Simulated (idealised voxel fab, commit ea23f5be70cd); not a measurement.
A process module follows: voxel spacer lines.
It is cross-section cut that appears here, measuring 275 nm in width, its square cells being 5 nm in size.
Bands, listed from the top down, are how a cross-section gets written in this document; the cross-section itself is a grid of square cells, and a band is one or more rows of them.
Heads up on the band format: heights come first, top then bottom, in nm. After that it's the materials left to right, each with its width in nm. A single material flagged "throughout" fills the whole band edge to edge, and "blank" means there's empty space there.
Heights are expressed relative to 0, this being the level below which the as-received wafer comprises one material exclusively. The lowest band is unbounded in the downward direction and is denoted as in "from 0 down".
Top row gets the first number, bottom row gets the second, and each row in between changes by the same step: that is how a band width like "30->40" works.
"nothing altered" means the step left every cell of the cross-section as it was.
"Tabulated closed voids" contains a list of empty spaces, each no smaller than 8 cells and without an open way to the top, written in the form width x height at distance with the distance from the left edge and all three in nm.
Formally, on a step line, whatever follows the settings is a remark that the simulator itself makes on the step.
The "overlay nm" setting may appear on a step's line; for a step that uses a mask, it gives how far to the right of its planned position the mask lay, and a negative value indicates the left.

The steps planned for the process are as follows:
step 1: RECEIVE,material Si
step 2: CONFORMAL_DEP,material Al2O3,thk nm 5
step 3: DIRECTIONAL_DEP,material W,thk nm 20
step 4: DIRECTIONAL_DEP,material polySi,thk nm 20
step 5: PATTERN,tone cover,mask id MANDREL,material resist,width nm 20,pitch nm 60,thk nm 25,overlay nm 0
step 6: DIRECTIONAL_ETCH,etch materials polySi,depth nm 20
step 7: STRIP,etch materials resist
step 8: CONFORMAL_DEP,material SiO2,thk nm 10
step 9: DIRECTIONAL_ETCH,etch materials SiO2,depth nm 10
step 10: STRIP,etch materials polySi
step 11: DIRECTIONAL_ETCH,etch materials W,depth nm 20
step 12: STRIP,etch materials SiO2
step 13: FILL_DEP,material SiO2,thk nm 5
step 14: CMP,height nm 25

Incoming wafer in cross-section (state: after step 1):
	from 0 down  Si throughout
	Tabulated closed voids: none

First of two wafers at the end of the module, shown in cross-section; run carried out as planned:
	from 25 to 5  85 of SiO2 / 10 of W / 20 of SiO2 / 10 of W / 20 of SiO2 / 10 of W / 20 of SiO2 / 10 of W / 90 of SiO2
	from 5 to 0  Al2O3 throughout
	from 0 down  Si throughout
	Tabulated closed voids: none

Second of two wafers, module complete, sectioned: it shares the first wafer's start and plan but was run with one mistake:
	from 25 to 5  90 of SiO2 / 10 of W / 20 of SiO2 / 10 of W / 20 of SiO2 / 10 of W / 20 of SiO2 / 10 of W / 85 of SiO2
	from 5 to 0  Al2O3 throughout
	from 0 down  Si throughout
	Tabulated closed voids: none
Short version of what went wrong: it should be noted that step 5 was executed with settings other than those planned, the operation and settings actually applied being PATTERN,tone cover,mask id MANDREL,material resist,width nm 20,pitch nm 60,thk nm 25,overlay nm 5
at the end the second wafer has, in cells: as many of each material as the first, in other places
